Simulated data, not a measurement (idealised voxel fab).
Process module heading - voxel wiring stack
It is cross-section cut that appears here, measuring 250 nm in width, its square cells being 5 nm in size.
In what follows, cross-sections appear as grids of square cells, described through bands that run from the top down, where every band is one or more rows of cells. Band: top height; bottom height; in nm. Then, left to right: material with width in nm, for each material. "full width": a single material spanning edge to edge. "empty": empty space. Measure heights from 0. That's the level where, below it, the as-received wafer is all one material. The lowest band is bottomless and extends downward; write it as in "0 -> down". The notation "30 to 40" denotes a width that varies across the rows of cells in the band, beginning at the first number in the top row, finishing at the second number in the bottom row, and changing by an identical amount from each row to the next. It should be understood that the words "nothing changed", when stated for a given step, signify that the cross-section underwent no change in any of its cells during that step. In the "Closed void listing" entry, you get each enclosed empty space of 8 cells or more, one with no open way to the top, written width x height at distance, distance from the left edge, in nm. Read whatever lies past the settings on a step's line as the simulator's own remark about the step. You can add "overlay nm" to a step's line. For a step with a mask, it describes how far the mask lay to the right of its planned position, and a negative number describes a lay to the left.
Process steps foreseen in the plan
| 1 | RECEIVE [material Si] |
| 2 | CONFORMAL_DEP [material SiO2] [thk nm 10] |
| 3 | CONFORMAL_DEP [material SiCN] [thk nm 5] |
| 4 | DIRECTIONAL_DEP [material lowk] [thk nm 15] |
| 5 | DIRECTIONAL_DEP [material aC] [thk nm 15] |
| 6 | PATTERN [tone open] [mask id METAL_1] [material resist] [width nm 20] [pitch nm 40] [thk nm 35] [overlay nm 0] |
| 7 | DIRECTIONAL_ETCH [etch materials aC] [depth nm 15] |
| 8 | STRIP [etch materials resist] |
| 9 | DIRECTIONAL_ETCH [etch materials lowk] [depth nm 15] |
| 10 | DIRECTIONAL_ETCH [etch materials SiCN] [depth nm 5] |
| 11 | STRIP [etch materials aC] |
| 12 | CONFORMAL_DEP [material TiN] [thk nm 5] |
| 13 | FILL_DEP [material W] [thk nm 5] |
| 14 | CMP [height nm 30] |
| 15 | CONFORMAL_DEP [material SiCN] [thk nm 5] |
| 16 | DIRECTIONAL_DEP [material SiO2] [thk nm 10] |
| 17 | DIRECTIONAL_DEP [material aC] [thk nm 10] |
| 18 | PATTERN [tone open] [mask id PLUG_1] [material resist] [width nm 15] [pitch nm 40] [thk nm 30] [overlay nm 0] |
| 19 | DIRECTIONAL_ETCH [etch materials aC] [depth nm 10] |
| 20 | STRIP [etch materials resist] |
| 21 | DIRECTIONAL_ETCH [etch materials SiO2] [depth nm 10] |
| 22 | DIRECTIONAL_ETCH [etch materials SiCN] [depth nm 5] |
| 23 | STRIP [etch materials aC] |
| 24 | CONFORMAL_DEP [material TiN] [thk nm 5] |
| 25 | FILL_DEP [material Cu] [thk nm 10] |
| 26 | CMP [height nm 45] |
| 27 | CONFORMAL_DEP [material SiCN] [thk nm 5] |
| 28 | DIRECTIONAL_DEP [material SiO2] [thk nm 15] |
| 29 | DIRECTIONAL_DEP [material aC] [thk nm 15] |
| 30 | PATTERN [tone open] [mask id METAL_2] [material resist] [width nm 20] [pitch nm 40] [thk nm 35] [overlay nm 0] |
| 31 | DIRECTIONAL_ETCH [etch materials aC] [depth nm 15] |
| 32 | STRIP [etch materials resist] |
| 33 | DIRECTIONAL_ETCH [etch materials SiO2] [depth nm 15] |
| 34 | DIRECTIONAL_ETCH [etch materials SiCN] [depth nm 5] |
| 35 | STRIP [etch materials aC] |
| 36 | CONFORMAL_DEP [material TiN] [thk nm 5] |
| 37 | FILL_DEP [material Ru] [thk nm 5] |
| 38 | CMP [height nm 65] |
| 39 | CONFORMAL_DEP [material SiCN] [thk nm 5] |
| 40 | DIRECTIONAL_DEP [material lowk] [thk nm 35] |
| 41 | DIRECTIONAL_DEP [material aC] [thk nm 10] |
| 42 | PATTERN [tone open] [mask id METAL_3_HOLES] [material resist] [width nm 15] [pitch nm 40] [thk nm 25] [overlay nm 0] |
| 43 | DIRECTIONAL_ETCH [etch materials aC] [depth nm 10] |
| 44 | STRIP [etch materials resist] |
| 45 | DIRECTIONAL_ETCH [etch materials lowk] [depth nm 35] |
| 46 | STRIP [etch materials aC] |
| 47 | PATTERN [tone open] [mask id METAL_3] [material resist] [width nm 20] [pitch nm 40] [thk nm 20] [overlay nm 0] |
| 48 | DIRECTIONAL_ETCH [etch materials lowk] [depth nm 20] |
| 49 | DIRECTIONAL_ETCH [etch materials SiCN] [depth nm 5] |
| 50 | STRIP [etch materials resist] |
| 51 | CONFORMAL_DEP [material TiN] [thk nm 5] |
| 52 | FILL_DEP [material Cu] [thk nm 5] |
| 53 | CMP [height nm 105] |
| 54 | CONFORMAL_DEP [material SiN] [thk nm 5] |
As-received wafer cross-section (after step 1)
> 0 -> down = Si full width
> Closed void listing: none
a wafer at the end: this start, this plan, one mistake
> 110 -> 105 = SiN full width
> 105 -> 90 = lowk 75 nm, then TiN 5 nm, then Cu 10 nm, then TiN 5 nm, then lowk 20 nm, then TiN 5 nm, then Cu 10 nm, then TiN 5 nm, then lowk 20 nm, then TiN 5 nm, then Cu 10 nm, then TiN 5 nm, then lowk 75 nm
> 90 -> 85 = lowk 75 nm, then TiN 5 nm, then Cu 5 nm, then TiN 10 nm, then lowk 20 nm, then TiN 5 nm, then Cu 5 nm, then TiN 10 nm, then lowk 20 nm, then TiN 5 nm, then Cu 5 nm, then TiN 10 nm, then lowk 75 nm
> 85 -> 70 = lowk 75 nm, then TiN 5 nm, then Cu 5 nm, then TiN 5 nm, then lowk 25 nm, then TiN 5 nm, then Cu 5 nm, then TiN 5 nm, then lowk 25 nm, then TiN 5 nm, then Cu 5 nm, then TiN 5 nm, then lowk 80 nm
> 70 -> 65 = SiCN 75 nm, then TiN 15 nm, then SiCN 25 nm, then TiN 15 nm, then SiCN 25 nm, then TiN 15 nm, then SiCN 80 nm
> 65 -> 50 = SiO2 75 nm, then TiN 5 nm, then Ru 10 nm, then TiN 5 nm, then SiO2 20 nm, then TiN 5 nm, then Ru 10 nm, then TiN 5 nm, then SiO2 20 nm, then TiN 5 nm, then Ru 10 nm, then TiN 5 nm, then SiO2 75 nm
> 50 -> 45 = SiCN 75 nm, then TiN 20 nm, then SiCN 20 nm, then TiN 20 nm, then SiCN 20 nm, then TiN 20 nm, then SiCN 75 nm
> 45 -> 35 = SiO2 75 nm, then TiN 5 nm, then Cu 5 nm, then TiN 5 nm, then SiO2 25 nm, then TiN 5 nm, then Cu 5 nm, then TiN 5 nm, then SiO2 25 nm, then TiN 5 nm, then Cu 5 nm, then TiN 5 nm, then SiO2 80 nm
> 35 -> 30 = SiCN 75 nm, then TiN 15 nm, then SiCN 25 nm, then TiN 15 nm, then SiCN 25 nm, then TiN 15 nm, then SiCN 80 nm
> 30 -> 25 = TiN 80 nm, then W 10 nm, then TiN 30 nm, then W 10 nm, then TiN 30 nm, then W 10 nm, then TiN 80 nm
> 25 -> 10 = lowk 75 nm, then TiN 5 nm, then W 10 nm, then TiN 5 nm, then lowk 20 nm, then TiN 5 nm, then W 10 nm, then TiN 5 nm, then lowk 20 nm, then TiN 5 nm, then W 10 nm, then TiN 5 nm, then lowk 75 nm
> 10 -> 5 = SiCN 75 nm, then TiN 20 nm, then SiCN 20 nm, then TiN 20 nm, then SiCN 20 nm, then TiN 20 nm, then SiCN 75 nm
> 5 -> 0 = SiO2 full width
> 0 -> down = Si full width
> Closed void listing: none
What went wrong in running the wafer? it should be noted that step 2 was executed with settings other than those planned, the operation and settings actually applied being CONFORMAL_DEP [material SiO2] [thk nm 5]
